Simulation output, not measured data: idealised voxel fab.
process module | voxel air gaps
cross-section cut | 245 nm wide | cells 5 nm
A cross-section is a grid of square cells, given in bands from the top down. A band is one or more rows of cells.
Each band's line starts with the height of the band's top and of its bottom, in nm. Then come its materials from left to right, each with its width in nm. One material with "throughout" fills the band from edge to edge. "air" is empty space.
Height 0 is the level under which the wafer as received is all one material. The lowest band goes on downwards, as in "0 down".
A width such as "30 to 40" changes by the same amount from each row of cells to the next, from the band's top row to its bottom row.
"no change" after a step means that no cell of the cross-section changed.
closed voids: empty space of 8 cells or more with no open way to the top, each as width x height at its distance from the left edge, in nm
after a step's settings: what the simulator itself notes on the step
overlay nm, on a step with a mask: how far to the right of its planned place the mask lay; to the left if negative
plan
1 op RECEIVE | material Si
2 op CONFORMAL_DEP | material SiO2 | thk nm 15
3 op CONFORMAL_DEP | material SiCN | thk nm 5
4 op DIRECTIONAL_DEP | material lowk | thk nm 35
5 op PATTERN | tone open | mask id LINES | material resist | width nm 25 | pitch nm 55 | thk nm 20 | overlay nm 0
6 op DIRECTIONAL_ETCH | etch materials lowk | depth nm 35
7 op STRIP | etch materials resist
8 op CONFORMAL_DEP | material TiN | thk nm 5
9 op FILL_DEP | material W | thk nm 5
10 op CMP | height nm 55
11 op EPI | material Ru | thk nm 10
12 op SELECTIVE_ETCH | etch materials lowk | depth nm 45
13 op CONFORMAL_DEP | material SiCN | thk nm 5
first wafer, as planned
as received, after step 1
  0 down: Si throughout
  closed voids: none
after step 2
  15 to 0: SiO2 throughout
  below 0: unchanged
after step 3
  20 to 15: SiCN throughout
  below 15: unchanged
after step 4
  55 to 20: lowk throughout
  below 20: unchanged
after step 5
  75 to 55: resist 55 | air 25 | resist 30 | air 25 | resist 30 | air 25 | resist 55
  below 55: unchanged
after step 6
  75 to 55: resist 55 | air 25 | resist 30 | air 25 | resist 30 | air 25 | resist 55
  55 to 20: lowk 55 | air 25 | lowk 30 | air 25 | lowk 30 | air 25 | lowk 55
  below 20: unchanged
after step 7
  55 to 20: lowk 55 | air 25 | lowk 30 | air 25 | lowk 30 | air 25 | lowk 55
  below 20: unchanged
after step 8
  60 to 55: TiN 60 | air 15 | TiN 40 | air 15 | TiN 40 | air 15 | TiN 60
  55 to 25: lowk 55 | TiN 5 | air 15 | TiN 5 | lowk 30 | TiN 5 | air 15 | TiN 5 | lowk 30 | TiN 5 | air 15 | TiN 5 | lowk 55
  25 to 20: lowk 55 | TiN 25 | lowk 30 | TiN 25 | lowk 30 | TiN 25 | lowk 55
  below 20: unchanged
after step 9
  65 to 60: W throughout
  60 to 55: TiN 60 | W 15 | TiN 40 | W 15 | TiN 40 | W 15 | TiN 60
  55 to 25: lowk 55 | TiN 5 | W 15 | TiN 5 | lowk 30 | TiN 5 | W 15 | TiN 5 | lowk 30 | TiN 5 | W 15 | TiN 5 | lowk 55
  below 25: unchanged
after step 10
  55 to 25: lowk 55 | TiN 5 | W 15 | TiN 5 | lowk 30 | TiN 5 | W 15 | TiN 5 | lowk 30 | TiN 5 | W 15 | TiN 5 | lowk 55
  below 25: unchanged
after step 11
  65 to 55: air 45 | Ru 45 | air 10 | Ru 45 | air 10 | Ru 45 | air 45
  below 55: unchanged
after step 12
  65 to 55: air 45 | Ru 45 | air 10 | Ru 45 | air 10 | Ru 45 | air 45
  55 to 25: air 55 | TiN 5 | W 15 | TiN 5 | air 30 | TiN 5 | W 15 | TiN 5 | air 30 | TiN 5 | W 15 | TiN 5 | air 55
  25 to 20: air 55 | TiN 25 | air 30 | TiN 25 | air 30 | TiN 25 | air 55
  below 20: unchanged
after step 13
  70 to 65: air 40 | SiCN 165 | air 40
  65 to 55: air 40 | SiCN 5 | Ru 45 | SiCN 10 | Ru 45 | SiCN 10 | Ru 45 | SiCN 5 | air 40
  55 to 50: air 40 | SiCN 15 | TiN 5 | W 15 | TiN 5 | SiCN 30 | TiN 5 | W 15 | TiN 5 | SiCN 30 | TiN 5 | W 15 | TiN 5 | SiCN 15 | air 40
  50 to 25: air 50 | SiCN 5 | TiN 5 | W 15 | TiN 5 | SiCN 5 | air 20 | SiCN 5 | TiN 5 | W 15 | TiN 5 | SiCN 5 | air 20 | SiCN 5 | TiN 5 | W 15 | TiN 5 | SiCN 5 | air 50
  25 to 20: SiCN 55 | TiN 25 | SiCN 30 | TiN 25 | SiCN 30 | TiN 25 | SiCN 55
  below 20: unchanged
  closed voids: 20 x 25 at 85; 20 x 25 at 140
second wafer: like start, like plan, one mistake. Through step 10 it matches the first wafer
when step 11 should have ended
  75 to 55: air 35 | Ru 175 | air 35
  below 55: unchanged
when step 12 should have ended
  75 to 55: air 35 | Ru 175 | air 35
  55 to 25: air 55 | TiN 5 | W 15 | TiN 5 | lowk 30 | TiN 5 | W 15 | TiN 5 | lowk 30 | TiN 5 | W 15 | TiN 5 | air 55
  25 to 20: air 55 | TiN 25 | lowk 30 | TiN 25 | lowk 30 | TiN 25 | air 55
  below 20: unchanged
when step 13 should have ended
  80 to 75: air 30 | SiCN 185 | air 30
  75 to 55: air 30 | SiCN 5 | Ru 175 | SiCN 5 | air 30
  55 to 50: air 30 | SiCN 25 | TiN 5 | W 15 | TiN 5 | lowk 30 | TiN 5 | W 15 | TiN 5 | lowk 30 | TiN 5 | W 15 | TiN 5 | SiCN 25 | air 30
  50 to 25: air 50 | SiCN 5 | TiN 5 | W 15 | TiN 5 | lowk 30 | TiN 5 | W 15 | TiN 5 | lowk 30 | TiN 5 | W 15 | TiN 5 | SiCN 5 | air 50
  25 to 20: SiCN 55 | TiN 25 | lowk 30 | TiN 25 | lowk 30 | TiN 25 | SiCN 55
  below 20: unchanged
what went wrong: step 11 was run twice
at the end the second wafer has, in cells: 86 more of Ru | 40 fewer of SiCN | 84 more of lowk
closed voids at the end (first wafer, second wafer): 2, 0
